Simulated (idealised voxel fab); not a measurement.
Process module in this document: voxel capacitor over wiring
220 nm wide, 5 nm square cells: that's cross-section cut.
Notation: cross-section as square-cell grid; stated in bands, top first, going down; one or more cell rows per band. A band entry consists of two parts. The first gives the height of the band's top and the height of its bottom, in nm. The rest lists the band's materials from left to right, each with its width in nm. A single material labelled with the word "everywhere" fills the band from edge to edge, and the word "blank" marks empty space. Note: height 0 marks the level under which the wafer is uniformly one material as received. Lowest band unbounded below, written "from 0 down". Top row gets the first number, bottom row gets the second, and each row in between changes by the same step: that is how a band width like "30..40" works. The designation "nothing altered", where it is given for a processing step, indicates that no cell of the cross-section was altered in the course of that step. What "Unvented internal voids" gives you is every empty space of 8 cells or more that is cut off from the top. Each appears as width x height at distance, with the distance taken from the left edge and width, height and distance all in nm. On a step's line, text after the settings is the simulator commenting on that step. For masked steps, "overlay nm" on the step line gives how far right of plan the mask actually lay; a minus sign means it lay to the left.

-- This section lists the process steps that were planned
1) RECEIVE | material Si
2) CONFORMAL_DEP | material SiO2 | thk nm 10
3) DIRECTIONAL_DEP | material TiN | thk nm 5
4) DIRECTIONAL_DEP | material W | thk nm 20
5) DIRECTIONAL_DEP | material aC | thk nm 10
6) PATTERN | tone cover | mask id METAL_1 | material resist | width nm 20 | pitch nm 70 | thk nm 30 | overlay nm 0
7) DIRECTIONAL_ETCH | etch materials aC | depth nm 10
8) STRIP | etch materials resist
9) DIRECTIONAL_ETCH | etch materials W | depth nm 20
10) DIRECTIONAL_ETCH | etch materials TiN | depth nm 5
11) STRIP | etch materials aC
12) FILL_DEP | material SiO2 | thk nm 10
13) CMP | height nm 35
14) CONFORMAL_DEP | material SiCN | thk nm 5
15) DIRECTIONAL_DEP | material SiO2 | thk nm 20
16) PATTERN | tone open | mask id PLUG_1 | material resist | width nm 15 | thk nm 20 | overlay nm 0
17) DIRECTIONAL_ETCH | etch materials SiO2 | depth nm 20
18) DIRECTIONAL_ETCH | etch materials SiCN | depth nm 5
19) STRIP | etch materials resist
20) CONFORMAL_DEP | material TiN | thk nm 5
21) FILL_DEP | material Cu | thk nm 5
22) CMP | height nm 60
23) DIRECTIONAL_DEP | material TiN | thk nm 10
24) DIRECTIONAL_DEP | material HfO2 | thk nm 5
25) DIRECTIONAL_DEP | material TiN | thk nm 5
26) MASKED_ETCH | tone cover | mask id UPPER_PLATE | width nm 55 | etch materials TiN | depth nm 5 | overlay nm 0
27) MASKED_ETCH | tone cover | mask id UPPER_PLATE | width nm 55 | etch materials HfO2 | depth nm 5 | overlay nm 0
28) MASKED_ETCH | tone cover | mask id LOWER_PLATE | width nm 65 | etch materials TiN | depth nm 10 | overlay nm 0
29) FILL_DEP | material SiO2 | thk nm 20
30) CMP | height nm 95
31) PATTERN | tone open | mask id PLUG_2 | material resist | width nm 15 | thk nm 15 | overlay nm 0
32) DIRECTIONAL_ETCH | etch materials SiO2 | depth nm 15
33) STRIP | etch materials resist
34) CONFORMAL_DEP | material TiN | thk nm 5
35) FILL_DEP | material Cu | thk nm 10
36) CMP | height nm 95
37) CONFORMAL_DEP | material SiN | thk nm 5

-- Cross-sectional view of the wafer in its as-received condition, corresponding to the state after step 1
> from 0 down | Si everywhere
> Unvented internal voids: none

-- Looking at the first of two wafers in cross-section at end of module - ran to plan
> from 100 to 95 | SiN everywhere
> from 95 to 85 | 80 SiO2, 5 TiN, 5 Cu, 5 TiN, 125 SiO2
> from 85 to 75 | 80..70 SiO2, 15..55 TiN, 125..95 SiO2
> from 75 to 70 | 70 SiO2, 55 HfO2, 95 SiO2
> from 70 to 60 | 65 SiO2, 65 TiN, 90 SiO2
> from 60 to 40 | 70 SiO2, 5 TiN, 5 Cu, 5 TiN, 135 SiO2
> from 40 to 35 | 70 SiCN, 15 TiN, 135 SiCN
> from 35 to 15 | 65 SiO2, 20 W, 50 SiO2, 20 W, 65 SiO2
> from 15 to 10 | 65 SiO2, 20 TiN, 50 SiO2, 20 TiN, 65 SiO2
> from 10 to 0 | SiO2 everywhere
> from 0 down | Si everywhere
> Unvented internal voids: none

-- Cross-section, wafer two of two, end of module: same start and plan as wafer one, one error in execution
> from 100 to 95 | SiN everywhere
> from 95 to 85 | 75 SiO2, 5 TiN, 15 Cu, 5 TiN, 120 SiO2
> from 85 to 75 | 75..70 SiO2, 25..55 TiN, 120..95 SiO2
> from 75 to 70 | 70 SiO2, 55 HfO2, 95 SiO2
> from 70 to 60 | 65 SiO2, 65 TiN, 90 SiO2
> from 60 to 40 | 70 SiO2, 5 TiN, 5 Cu, 5 TiN, 135 SiO2
> from 40 to 35 | 70 SiCN, 15 TiN, 135 SiCN
> from 35 to 15 | 65 SiO2, 20 W, 50 SiO2, 20 W, 65 SiO2
> from 15 to 10 | 65 SiO2, 20 TiN, 50 SiO2, 20 TiN, 65 SiO2
> from 10 to 0 | SiO2 everywhere
> from 0 down | Si everywhere
> Unvented internal voids: none
Nonconformance to the process plan: step 31 was run on a setting that differed from the plan, and what really ran there is PATTERN | tone open | mask id PLUG_2 | material resist | width nm 25 | thk nm 15 | overlay nm 0
Once processing is complete, comparing cell counts shows that the second wafer has more or fewer of certain materials than the first: +4 Cu | -6 SiO2 | +2 TiN
